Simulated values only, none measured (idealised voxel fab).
process module | voxel capacitor over wiring
cross-section cut | 265 nm wide | cells 5 nm
A cross-section is a grid of square cells, given in bands from the top down. A band is one or more rows of cells.
Each band's line starts with the height of the band's top and of its bottom, in nm. Then come its materials from left to right, each with its width in nm. One material with "throughout" fills the band from edge to edge. "air" is empty space.
Height 0 is the level under which the wafer as received is all one material. The lowest band goes on downwards, as in "0 down".
A width such as "30 to 40" changes by the same amount from each row of cells to the next, from the band's top row to its bottom row.
"no change" after a step means that no cell of the cross-section changed.
closed voids: empty space of 8 cells or more with no open way to the top, each as width x height at its distance from the left edge, in nm
after a step's settings: what the simulator itself notes on the step
overlay nm, on a step with a mask: how far to the right of its planned place the mask lay; to the left if negative
plan
1 op RECEIVE | material Si
2 op CONFORMAL_DEP | material SiO2 | thk nm 15
3 op DIRECTIONAL_DEP | material TiN | thk nm 5
4 op DIRECTIONAL_DEP | material W | thk nm 15
5 op DIRECTIONAL_DEP | material aC | thk nm 10
6 op PATTERN | tone cover | mask id METAL_1 | material resist | width nm 25 | pitch nm 90 | thk nm 25 | overlay nm 0
7 op DIRECTIONAL_ETCH | etch materials aC | depth nm 10
8 op STRIP | etch materials resist
9 op DIRECTIONAL_ETCH | etch materials W | depth nm 15
10 op DIRECTIONAL_ETCH | etch materials TiN | depth nm 5
11 op STRIP | etch materials aC
12 op CONFORMAL_DEP | material SiN | thk nm 5
13 op FILL_DEP | material SiO2 | thk nm 5
14 op CMP | height nm 35
15 op CONFORMAL_DEP | material SiCN | thk nm 5
16 op DIRECTIONAL_DEP | material lowk | thk nm 10
17 op MASKED_ETCH | tone open | mask id PLUG_1 | width nm 15 | etch materials lowk | depth nm 10 | overlay nm 0
18 op MASKED_ETCH | tone open | mask id PLUG_1 | width nm 15 | etch materials SiCN | depth nm 5 | overlay nm 0
19 op CONFORMAL_DEP | material TiN | thk nm 5
20 op FILL_DEP | material Cu | thk nm 5
21 op CMP | height nm 50
22 op DIRECTIONAL_DEP | material TiN | thk nm 10
23 op DIRECTIONAL_DEP | material SiN | thk nm 5
24 op DIRECTIONAL_DEP | material TiN | thk nm 10
25 op MASKED_ETCH | tone cover | mask id UPPER_PLATE | width nm 70 | etch materials TiN | depth nm 10 | overlay nm 0
26 op MASKED_ETCH | tone cover | mask id UPPER_PLATE | width nm 70 | etch materials SiN | depth nm 5 | overlay nm 0
27 op DIRECTIONAL_DEP | material aC | thk nm 10
28 op PATTERN | tone cover | mask id LOWER_PLATE | material resist | width nm 80 | thk nm 30 | overlay nm 0
29 op DIRECTIONAL_ETCH | etch materials aC | depth nm 10
30 op STRIP | etch materials resist
31 op DIRECTIONAL_ETCH | etch materials TiN | depth nm 10
32 op STRIP | etch materials aC
33 op FILL_DEP | material SiO2 | thk nm 15
34 op CMP | height nm 85
35 op PATTERN | tone open | mask id PLUG_2 | material resist | width nm 15 | thk nm 15 | overlay nm 0
36 op DIRECTIONAL_ETCH | etch materials SiO2 | depth nm 10
37 op STRIP | etch materials resist
38 op CONFORMAL_DEP | material TiN | thk nm 5
39 op FILL_DEP | material W | thk nm 5
40 op CMP | height nm 85
41 op CONFORMAL_DEP | material SiCN | thk nm 5
as received, after step 1
  0 down: Si throughout
  closed voids: none
a wafer at the end: this start, this plan, one mistake
  90 to 85: SiCN throughout
  85 to 80: SiO2 95 | TiN 5 | W 5 | TiN 5 | SiO2 155
  80 to 75: SiO2 95 | TiN 15 | SiO2 155
  75 to 70: SiO2 85 | SiN 70 | SiO2 110
  70 to 60: SiO2 80 | TiN 80 | SiO2 105
  60 to 50: TiN throughout
  50 to 40: lowk 85 | TiN 5 | Cu 5 | TiN 5 | lowk 165
  40 to 35: SiCN 85 | TiN 15 | SiCN 165
  35 to 20: SiO2 70 | SiN 5 | W 25 | SiN 5 | SiO2 55 | SiN 5 | W 25 | SiN 5 | SiO2 70
  20 to 15: SiN 75 | TiN 25 | SiN 65 | TiN 25 | SiN 75
  15 to 0: SiO2 throughout
  0 down: Si throughout
  closed voids: none
what went wrong: steps 23 and 24 were swapped
